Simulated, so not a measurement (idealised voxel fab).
Process module in this document: voxel air gaps
FYI the section here is cut, 190 nm wide, cells are 5 nm squares.
Heads up, the way a cross-section reads in here is a grid of square cells, handed over as bands from the top down, with every band being one or more rows of cells. It is stipulated that each band's entry specify, in nanometres, the height of the top of the band and then that of its bottom, followed by the materials of the band in left-to-right sequence, each together with its width in nanometres. A single material marked by the word "edge to edge" is understood to fill the band from edge to edge; the word "empty" is understood to denote empty space. Beneath 0, the wafer as received is one material, and that level is where height counting begins. The lowest band goes on downward without a bottom; it is written like "top 0, no bottom". A two-number width, for instance "30->40", indicates that the width is equal to the first number in the top row of the band and to the second number in the bottom row, and that it changes by a constant amount per row of cells. Where a step carries "no modification", the cross-section came out of it unchanged, cell for cell. So "Fully closed voids" is basically the list of trapped voids: any empty space of 8 cells or more that can't reach the top through an opening. They're written width x height at distance, the distance being from the left edge, and it's all nm. Text after the settings on a step's line: the simulator's own remark on that step. overlay nm: where the mask lay relative to plan, measured to the right, on steps with a mask; negatives go left.

PROCESS STEPS FORESEEN IN THE PLAN
1,RECEIVE | material Si
2,CONFORMAL_DEP | material SiO2 | thk nm 15
3,CONFORMAL_DEP | material SiCN | thk nm 5
4,DIRECTIONAL_DEP | material lowk | thk nm 35
5,DIRECTIONAL_DEP | material aC | thk nm 15
6,PATTERN | tone open | mask id LINES | material resist | width nm 15 | pitch nm 45 | thk nm 30 | overlay nm 0
7,DIRECTIONAL_ETCH | etch materials aC | depth nm 15
8,STRIP | etch materials resist
9,DIRECTIONAL_ETCH | etch materials lowk | depth nm 35
10,STRIP | etch materials aC
11,CONFORMAL_DEP | material TiN | thk nm 5
12,FILL_DEP | material Cu | thk nm 10
13,CMP | height nm 55
14,EPI | material Ru | thk nm 10
15,SELECTIVE_ETCH | etch materials lowk | depth nm 45
16,CONFORMAL_DEP | material SiCN | thk nm 5

SO THIS IS THE INCOMING WAFER IN CROSS-SECTION - IT'S ALREADY BEEN THROUGH STEP 1
> top 0, no bottom = Si edge to edge
> Fully closed voids: none

END STATE OF THE MODULE IN CROSS-SECTION, GIVEN THE ABOVE STARTING POINT AND PLAN AND ONE MISTAKE IN EXECUTION
> top 70, bottom 65 = empty (25), then SiCN (135), then empty (30)
> top 65, bottom 55 = empty (25), then SiCN (5), then Ru (35), then SiCN (10), then Ru (35), then SiCN (10), then Ru (35), then SiCN (5), then empty (30)
> top 55, bottom 50 = empty (25), then SiCN (15), then TiN (5), then Cu (5), then TiN (5), then SiCN (30), then TiN (5), then Cu (5), then TiN (5), then SiCN (30), then TiN (5), then Cu (5), then TiN (5), then SiCN (15), then empty (30)
> top 50, bottom 25 = empty (35), then SiCN (5), then TiN (5), then Cu (5), then TiN (5), then SiCN (5), then empty (20), then SiCN (5), then TiN (5), then Cu (5), then TiN (5), then SiCN (5), then empty (20), then SiCN (5), then TiN (5), then Cu (5), then TiN (5), then SiCN (5), then empty (40)
> top 25, bottom 20 = SiCN (40), then TiN (15), then SiCN (30), then TiN (15), then SiCN (30), then TiN (15), then SiCN (45)
> top 20, bottom 5 = SiO2 edge to edge
> top 5, bottom 0 = SiCN edge to edge
> top 0, no bottom = Si edge to edge
> Fully closed voids: 20 x 25 at 60; 20 x 25 at 105
It is concluded that the wafer was processed incorrectly with respect to the plan, in that sequence error: steps 2 and 3 interchanged
